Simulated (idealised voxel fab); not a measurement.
The document below concerns the process module designated voxel transistor to metal.
Cross-section cut spans 180 nm and uses square cells 5 nm in size.
Cross-section layout: square cells on a grid; listed as bands, top to bottom; a band spans one or more cell rows.
Look at the band entry: it leads with the top's height and the bottom's height in nm. Then it lists the materials left to right, with a width in nm for each. The word "full width" on a single material says that material fills the band edge to edge. The word "blank" is empty space.
Heights are expressed relative to 0, this being the level below which the as-received wafer comprises one material exclusively. The lowest band is unbounded in the downward direction and is denoted as in "0 and below".
A two-number width, for instance "30->40", indicates that the width is equal to the first number in the top row of the band and to the second number in the bottom row, and that it changes by a constant amount per row of cells.
No cell of the cross-section changed in a step that is given as "no modifications".
Entry "Enclosed void catalog". Content: empty spaces with no open connection to the top, size 8 cells or greater. Each: width x height at distance. Distance: from left edge. Unit: nm.
That trailing text on a step's line, after the settings, is the simulator's own remark on the step.
The setting "overlay nm" may be written on the line of a step. When the step uses a mask, the value reports how far to the right of the planned place the mask lay, and a negative value reports that it lay to the left.
-- The following list gives the planned process steps
1) RECEIVE,material Si
2) CONFORMAL_DEP,material SiO2,thk nm 5
3) CONFORMAL_DEP,material SiN,thk nm 10
4) DIRECTIONAL_DEP,material aC,thk nm 15
5) PATTERN,tone cover,mask id ACTIVE,material resist,width nm 115,thk nm 35,overlay nm 0
6) DIRECTIONAL_ETCH,etch materials aC,depth nm 15
7) STRIP,etch materials resist
8) DIRECTIONAL_ETCH,etch materials SiN,depth nm 10
9) DIRECTIONAL_ETCH,etch materials SiO2,depth nm 5
10) DIRECTIONAL_ETCH,etch materials Si,depth nm 20
11) STRIP,etch materials aC
12) OXIDIZE,depth nm 5
13) FILL_DEP,material SiO2,thk nm 15
14) CMP,height nm 15
15) SELECTIVE_ETCH,etch materials SiO2,depth nm 5
16) STRIP,etch materials SiN
17) SELECTIVE_ETCH,etch materials SiO2,depth nm 5
18) OXIDIZE,depth nm 5
19) DIRECTIONAL_DEP,material polySi,thk nm 30
20) DIRECTIONAL_DEP,material SiCN,thk nm 10
21) MASKED_ETCH,tone cover,mask id GATE,width nm 25,etch materials SiCN,depth nm 20,overlay nm 0
22) MASKED_ETCH,tone cover,mask id GATE,width nm 25,etch materials polySi,depth nm 40,overlay nm 0
23) CONFORMAL_DEP,material SiN,thk nm 5
24) DIRECTIONAL_ETCH,etch materials SiN,depth nm 5
25) DIRECTIONAL_ETCH,etch materials SiO2,depth nm 5
26) DIRECTIONAL_ETCH,etch materials Si,depth nm 15
27) EPI,material nSi,thk nm 15
28) FILL_DEP,material SiO2,thk nm 5
29) CMP,height nm 30
30) STRIP,etch materials polySi
31) SELECTIVE_ETCH,etch materials SiO2,depth nm 5
32) CONFORMAL_DEP,material HfO2,thk nm 5
33) CONFORMAL_DEP,material TiN,thk nm 5
34) FILL_DEP,material W,thk nm 10
35) CMP,height nm 25
36) DIRECTIONAL_DEP,material SiO2,thk nm 10
37) MASKED_ETCH,tone open,mask id CONTACT,width nm 15,pitch nm 80,etch materials SiO2,depth nm 40,overlay nm 0
38) CONFORMAL_DEP,material TiN,thk nm 5
39) FILL_DEP,material W,thk nm 5
40) CMP,height nm 35
41) DIRECTIONAL_DEP,material TiN,thk nm 5
42) DIRECTIONAL_DEP,material Ru,thk nm 20
43) MASKED_ETCH,tone cover,mask id METAL_1,width nm 15,pitch nm 80,etch materials Ru,depth nm 20,overlay nm 0
44) MASKED_ETCH,tone cover,mask id METAL_1,width nm 15,pitch nm 80,etch materials TiN,depth nm 5,overlay nm 0
45) CONFORMAL_DEP,material SiN,thk nm 5
46) FILL_DEP,material SiO2,thk nm 10
47) CMP,height nm 60
48) CONFORMAL_DEP,material SiCN,thk nm 5
-- Shown in cross-section is the wafer as received, that is, as it stands after step 1
- 0 and below: Si full width
- Enclosed void catalog: none
-- first wafer at the end, as planned
- 65 down to 60: SiCN full width
- 60 down to 40: 35 SiO2, then 5 SiN, then 15 Ru, then 5 SiN, then 55 SiO2, then 5 SiN, then 15 Ru, then 5 SiN, then 40 SiO2
- 40 down to 35: 40 SiN, then 15 TiN, then 65 SiN, then 15 TiN, then 45 SiN
- 35 down to 25: 40 SiO2, then 5 TiN, then 5 W, then 5 TiN, then 65 SiO2, then 5 TiN, then 5 W, then 5 TiN, then 45 SiO2
- 25 down to 10: 40 SiO2, then 5 TiN, then 5 W, then 5 TiN, then 15 SiO2, then 5 SiN, then 5 HfO2, then 5 TiN, then 5 W, then 5 TiN, then 5 HfO2, then 5 SiN, then 15 SiO2, then 5 TiN, then 5 W, then 5 TiN, then 45 SiO2
- 10 down to 5: 40 SiO2, then 5 TiN, then 5 W, then 5 TiN, then 15 nSi, then 5 SiN, then 5 HfO2, then 5 TiN, then 5 W, then 5 TiN, then 5 HfO2, then 5 SiN, then 15 nSi, then 5 TiN, then 5 W, then 5 TiN, then 45 SiO2
- 5 down to 0: 25 SiO2, then 5 SiN, then 10 SiO2, then 5 TiN, then 5 W, then 5 TiN, then 15 nSi, then 5 SiN, then 5 HfO2, then 15 TiN, then 5 HfO2, then 5 SiN, then 15 nSi, then 5 TiN, then 5 W, then 5 TiN, then 10 SiO2, then 5 SiN, then 30 SiO2
- 0 down to -5: 40 SiO2, then 15 TiN, then 15 nSi, then 35 HfO2, then 15 nSi, then 15 TiN, then 45 SiO2
- -5 down to -20: 35 SiO2, then 35 nSi, then 35 Si, then 35 nSi, then 40 SiO2
- -20 down to -25: 35 SiO2, then 105 Si, then 40 SiO2
- -25 and below: Si full width
- Enclosed void catalog: none
-- Module end: cross-section of wafer two of two. Same start and process plan as the first wafer. One mistake during execution
- 65 down to 60: SiCN full width
- 60 down to 40: 35 SiO2, then 5 SiN, then 15 Ru, then 5 SiN, then 55 SiO2, then 5 SiN, then 15 Ru, then 5 SiN, then 40 SiO2
- 40 down to 35: 40 SiN, then 15 TiN, then 65 SiN, then 15 TiN, then 45 SiN
- 35 down to 25: 40 SiO2, then 5 TiN, then 5 W, then 5 TiN, then 65 SiO2, then 5 TiN, then 5 W, then 5 TiN, then 45 SiO2
- 25 down to 10: 40 SiO2, then 5 TiN, then 5 W, then 5 TiN, then 15 SiO2, then 5 SiN, then 5 TiN, then 15 W, then 5 TiN, then 5 SiN, then 15 SiO2, then 5 TiN, then 5 W, then 5 TiN, then 45 SiO2
- 10 down to 5: 40 SiO2, then 5 TiN, then 5 W, then 5 TiN, then 15 nSi, then 5 SiN, then 5 TiN, then 15 W, then 5 TiN, then 5 SiN, then 15 nSi, then 5 TiN, then 5 W, then 5 TiN, then 45 SiO2
- 5 down to 0: 25 SiO2, then 5 SiN, then 10 SiO2, then 5 TiN, then 5 W, then 5 TiN, then 15 nSi, then 5 SiN, then 5 TiN, then 15 W, then 5 TiN, then 5 SiN, then 15 nSi, then 5 TiN, then 5 W, then 5 TiN, then 10 SiO2, then 5 SiN, then 30 SiO2
- 0 down to -5: 40 SiO2, then 15 TiN, then 15 nSi, then 35 TiN, then 15 nSi, then 15 TiN, then 45 SiO2
- -5 down to -20: 35 SiO2, then 35 nSi, then 35 Si, then 35 nSi, then 40 SiO2
- -20 down to -25: 35 SiO2, then 105 Si, then 40 SiO2
- -25 and below: Si full width
- Enclosed void catalog: none
The plan and the run diverged here: the run left out plan step 32 entirely, so it was never executed
It is noted that, at the conclusion of processing, the second wafer exhibits a higher or lower cell count for certain materials relative to the first: HfO2: 17 fewer, TiN: 6 more, W: 11 more
